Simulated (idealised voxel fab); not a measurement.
The process module presented herein is designated voxel transistor to metal.
Shown is cross-section cut, with a width of 155 nm and square cells of size 5 nm.
In what follows, cross-sections appear as grids of square cells, described through bands that run from the top down, where every band is one or more rows of cells. It is stipulated that each band's entry specify, in nanometres, the height of the top of the band and then that of its bottom, followed by the materials of the band in left-to-right sequence, each together with its width in nanometres. A single material marked by the word "edge to edge" is understood to fill the band from edge to edge; the word "empty" is understood to denote empty space. Beneath 0, the wafer as received is one material, and that level is where height counting begins. The lowest band goes on downward without a bottom; it is written like "0 down". Read "30 to 40" as a graded width: first number on top, second number at the bottom, same change between each pair of neighbouring rows. It should be understood that the words "no change occurred", when stated for a given step, signify that the cross-section underwent no change in any of its cells during that step. In "Trapped cavities" the enclosed voids are listed, meaning empty spaces of 8 cells or larger without any opening to the top. The form is width x height at distance, distance from the left edge, units nm. Heads up: the bit after the settings on a step's line is the simulator's remark on that step. A step's line can hold "overlay nm"; with a mask on that step, the setting says how far right of the planned place the mask lay, while a negative setting says it lay to the left.

This section lists the process steps that were planned:
1: RECEIVE, material Si
2: OXIDIZE, depth nm 5
3: CONFORMAL_DEP, material SiN, thk nm 15
4: MASKED_ETCH, tone cover, mask id ACTIVE, width nm 115, etch materials SiN, depth nm 15, overlay nm 0
5: MASKED_ETCH, tone cover, mask id ACTIVE, width nm 115, etch materials SiO2, depth nm 5, overlay nm 0
6: MASKED_ETCH, tone cover, mask id ACTIVE, width nm 115, etch materials Si, depth nm 25, overlay nm 0
7: FILL_DEP, material SiO2, thk nm 15
8: CMP, height nm 15
9: SELECTIVE_ETCH, etch materials SiO2, depth nm 10
10: STRIP, etch materials SiN
11: SELECTIVE_ETCH, etch materials SiO2, depth nm 5
12: OXIDIZE, depth nm 5
13: DIRECTIONAL_DEP, material polySi, thk nm 30
14: DIRECTIONAL_DEP, material SiCN, thk nm 10
15: MASKED_ETCH, tone cover, mask id GATE, width nm 25, etch materials SiCN, depth nm 20, overlay nm 0
16: MASKED_ETCH, tone cover, mask id GATE, width nm 25, etch materials polySi, depth nm 40, overlay nm 0
17: CONFORMAL_DEP, material SiN, thk nm 5
18: DIRECTIONAL_ETCH, etch materials SiN, depth nm 5
19: DIRECTIONAL_ETCH, etch materials SiO2, depth nm 5
20: DIRECTIONAL_ETCH, etch materials Si, depth nm 5
21: EPI, material pSi, thk nm 5
22: FILL_DEP, material SiO2, thk nm 5
23: CMP, height nm 35
24: DIRECTIONAL_DEP, material SiO2, thk nm 10
25: DIRECTIONAL_DEP, material aC, thk nm 10
26: PATTERN, tone open, mask id CONTACT, material resist, width nm 20, pitch nm 85, thk nm 25, overlay nm 0
27: DIRECTIONAL_ETCH, etch materials aC, depth nm 10
28: STRIP, etch materials resist
29: DIRECTIONAL_ETCH, etch materials SiO2, depth nm 55
30: STRIP, etch materials aC
31: CONFORMAL_DEP, material TiN, thk nm 5
32: FILL_DEP, material W, thk nm 5
33: CMP, height nm 45
34: DIRECTIONAL_DEP, material TiN, thk nm 5
35: DIRECTIONAL_DEP, material Ru, thk nm 25
36: PATTERN, tone cover, mask id METAL_1, material resist, width nm 20, pitch nm 85, thk nm 15, overlay nm 0
37: DIRECTIONAL_ETCH, etch materials Ru, depth nm 25
38: DIRECTIONAL_ETCH, etch materials TiN, depth nm 5
39: STRIP, etch materials resist
40: FILL_DEP, material lowk, thk nm 10
41: CMP, height nm 75
42: CONFORMAL_DEP, material SiCN, thk nm 5
43: DIRECTIONAL_DEP, material SiO2, thk nm 25
44: MASKED_ETCH, tone open, mask id METAL_2, width nm 20, pitch nm 85, etch materials SiO2, depth nm 15, overlay nm 0
45: PATTERN, tone open, mask id METAL_2_HOLES, material resist, width nm 15, pitch nm 85, thk nm 15, overlay nm 0
46: DIRECTIONAL_ETCH, etch materials SiO2, depth nm 10
47: DIRECTIONAL_ETCH, etch materials SiCN, depth nm 5
48: STRIP, etch materials resist
49: CONFORMAL_DEP, material TiN, thk nm 5
50: FILL_DEP, material Cu, thk nm 5
51: CMP, height nm 105
52: CONFORMAL_DEP, material SiCN, thk nm 5

Cross-section of the wafer upon arrival, representing the state reached after step 1:
  0 down | Si edge to edge
  Trapped cavities: none

Here's the cross-section of the first of our two wafers at the end of the module - it ran as planned:
  110 to 105 | SiCN edge to edge
  105 to 95 | 25 SiO2 / 5 TiN / 10 Cu / 5 TiN / 65 SiO2 / 5 TiN / 10 Cu / 5 TiN / 25 SiO2
  95 to 90 | 25 SiO2 / 5 TiN / 5 Cu / 10 TiN / 65 SiO2 / 5 TiN / 5 Cu / 10 TiN / 25 SiO2
  90 to 80 | 25 SiO2 / 5 TiN / 5 Cu / 5 TiN / 70 SiO2 / 5 TiN / 5 Cu / 5 TiN / 30 SiO2
  80 to 75 | 25 SiCN / 15 TiN / 70 SiCN / 15 TiN / 30 SiCN
  75 to 50 | 25 lowk / 20 Ru / 65 lowk / 20 Ru / 25 lowk
  50 to 45 | 25 lowk / 20 TiN / 65 lowk / 20 TiN / 25 lowk
  45 to 35 | 25 SiO2 / 5 TiN / 10 W / 5 TiN / 65 SiO2 / 5 TiN / 10 W / 5 TiN / 25 SiO2
  35 to 25 | 25 SiO2 / 5 TiN / 10 W / 5 TiN / 15 SiO2 / 5 SiN / 25 SiCN / 5 SiN / 15 SiO2 / 5 TiN / 10 W / 5 TiN / 25 SiO2
  25 to 0 | 25 SiO2 / 5 TiN / 10 W / 5 TiN / 15 SiO2 / 5 SiN / 25 polySi / 5 SiN / 15 SiO2 / 5 TiN / 10 W / 5 TiN / 25 SiO2
  0 to -5 | 15 SiO2 / 5 SiN / 5 SiO2 / 5 TiN / 10 W / 5 TiN / 15 SiO2 / 5 SiN / 25 polySi / 5 SiN / 15 SiO2 / 5 TiN / 10 W / 5 TiN / 5 SiO2 / 5 SiN / 15 SiO2
  -5 to -10 | 25 SiO2 / 20 TiN / 10 SiO2 / 5 pSi / 35 SiO2 / 5 pSi / 10 SiO2 / 20 TiN / 25 SiO2
  -10 to -15 | 20 SiO2 / 40 pSi / 35 Si / 40 pSi / 20 SiO2
  -15 to -30 | 20 SiO2 / 115 Si / 20 SiO2
  -30 down | Si edge to edge
  Trapped cavities: none

Cross-section at end of module for the second wafer of two, which matched the first in starting point and plan and differed by one mistake in its processing:
  110 to 105 | SiCN edge to edge
  105 to 95 | 25 SiO2 / 5 TiN / 10 Cu / 5 TiN / 65 SiO2 / 5 TiN / 10 Cu / 5 TiN / 25 SiO2
  95 to 90 | 25 SiO2 / 5 TiN / 5 Cu / 10 TiN / 65 SiO2 / 5 TiN / 5 Cu / 10 TiN / 25 SiO2
  90 to 80 | 25 SiO2 / 5 TiN / 5 Cu / 5 TiN / 70 SiO2 / 5 TiN / 5 Cu / 5 TiN / 30 SiO2
  80 to 75 | 25 SiCN / 15 TiN / 70 SiCN / 15 TiN / 30 SiCN
  75 to 50 | 25 lowk / 20 Ru / 65 lowk / 20 Ru / 25 lowk
  50 to 45 | 25 lowk / 20 TiN / 65 lowk / 20 TiN / 25 lowk
  45 to 35 | 25 SiO2 / 5 TiN / 10 W / 5 TiN / 65 SiO2 / 5 TiN / 10 W / 5 TiN / 25 SiO2
  35 to 25 | 25 SiO2 / 5 TiN / 10 W / 5 TiN / 15 SiO2 / 5 SiN / 25 SiCN / 5 SiN / 15 SiO2 / 5 TiN / 10 W / 5 TiN / 25 SiO2
  25 to 0 | 25 SiO2 / 5 TiN / 10 W / 5 TiN / 10 SiO2 / 5 SiN / 35 polySi / 5 SiN / 10 SiO2 / 5 TiN / 10 W / 5 TiN / 25 SiO2
  0 to -5 | 15 SiO2 / 5 SiN / 5 SiO2 / 5 TiN / 10 W / 5 TiN / 10 SiO2 / 5 SiN / 35 polySi / 5 SiN / 10 SiO2 / 5 TiN / 10 W / 5 TiN / 5 SiO2 / 5 SiN / 15 SiO2
  -5 to -10 | 25 SiO2 / 20 TiN / 5 SiO2 / 5 pSi / 45 SiO2 / 5 pSi / 5 SiO2 / 20 TiN / 25 SiO2
  -10 to -15 | 20 SiO2 / 35 pSi / 45 Si / 35 pSi / 20 SiO2
  -15 to -30 | 20 SiO2 / 115 Si / 20 SiO2
  -30 down | Si edge to edge
  Trapped cavities: none
Diagnosis: step 16 was run on a setting that differed from the plan, and what really ran there is MASKED_ETCH, tone cover, mask id GATE, width nm 35, etch materials polySi, depth nm 40, overlay nm 0
Count the cells at the end and the second wafer has more or fewer of some materials than the first: Si +2; SiO2 -12; pSi -2; polySi +12
